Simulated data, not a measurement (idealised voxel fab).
Module name: voxel double patterning (process module)
FYI the section here is cut, 295 nm wide, cells are 5 nm squares.
Square cells in a grid make up a cross-section in this document, and the grid is given as bands, listed from the top down, each one or more rows of cells. This entry defines a band. It first specifies the height of the band's top and the height of its bottom in nm, and then specifies the band's materials from left to right, stating each material with its width in nm. The word "everywhere" identifies a single material that fills the band from edge to edge, while the word "blank" identifies empty space. Height reference: 0 = level under which incoming wafer is all one material. Lowest band: no bottom, runs on downward, e.g. "z 0 and below". Note: "30 to 40" means the width goes from the first number (top row of the band) to the second number (bottom row) in equal steps per row of cells. It should be understood that the words "changes: none", when stated for a given step, signify that the cross-section underwent no change in any of its cells during that step. If an empty space has no open way to the top and is at least 8 cells in size, "Enclosed internal cavities" lists it, written width x height at distance, where distance is measured from the left edge and every value is in nm. The remark found on a step's line after its settings is issued by the simulator itself and pertains to that step. overlay nm: mask offset rightward from planned place, masked step; negative means leftward offset.

Listed below are the process steps as planned
- 1: RECEIVE [material Si]
- 2: CONFORMAL_DEP [material SiO2] [thk nm 5]
- 3: DIRECTIONAL_DEP [material W] [thk nm 20]
- 4: DIRECTIONAL_DEP [material SiN] [thk nm 10]
- 5: MASKED_ETCH [tone open] [mask id FIRST] [width nm 15] [pitch nm 50] [etch materials SiN] [depth nm 10] [overlay nm 0]
- 6: DIRECTIONAL_DEP [material aC] [thk nm 10]
- 7: PATTERN [tone open] [mask id SECOND] [material resist] [width nm 15] [pitch nm 50] [thk nm 30] [overlay nm 0]
- 8: DIRECTIONAL_ETCH [etch materials aC] [depth nm 10]
- 9: STRIP [etch materials resist]
- 10: DIRECTIONAL_ETCH [etch materials SiN] [depth nm 10]
- 11: STRIP [etch materials aC]
- 12: DIRECTIONAL_ETCH [etch materials W] [depth nm 20]
- 13: STRIP [etch materials SiN]

The cross-section here shows the wafer as received, i.e. in its state after step 1
- z 0 and below: Si everywhere
- Enclosed internal cavities: none

Cross-section, first of two wafers, end of module, run as planned
- z 25 to 5: W 90 nm, blank 15 nm, W 10 nm, blank 15 nm, W 10 nm, blank 15 nm, W 10 nm, blank 15 nm, W 10 nm, blank 15 nm, W 90 nm
- z 5 to 0: SiO2 everywhere
- z 0 and below: Si everywhere
- Enclosed internal cavities: none

Cross-section of the latter of the two wafers at module completion. It had an identical start and an identical plan to the former; in running it, one mistake was made
- z 45 to 25: W 90 nm, blank 15 nm, W 10 nm, blank 15 nm, W 10 nm, blank 15 nm, W 10 nm, blank 15 nm, W 10 nm, blank 15 nm, W 90 nm
- z 25 to 5: W everywhere
- z 5 to 0: SiO2 everywhere
- z 0 and below: Si everywhere
- Enclosed internal cavities: none
Diagnosis: step 3, plan: ran twice
Bottom line after processing is that, in cells, the second wafer is up or down on some materials versus the first: +236 W
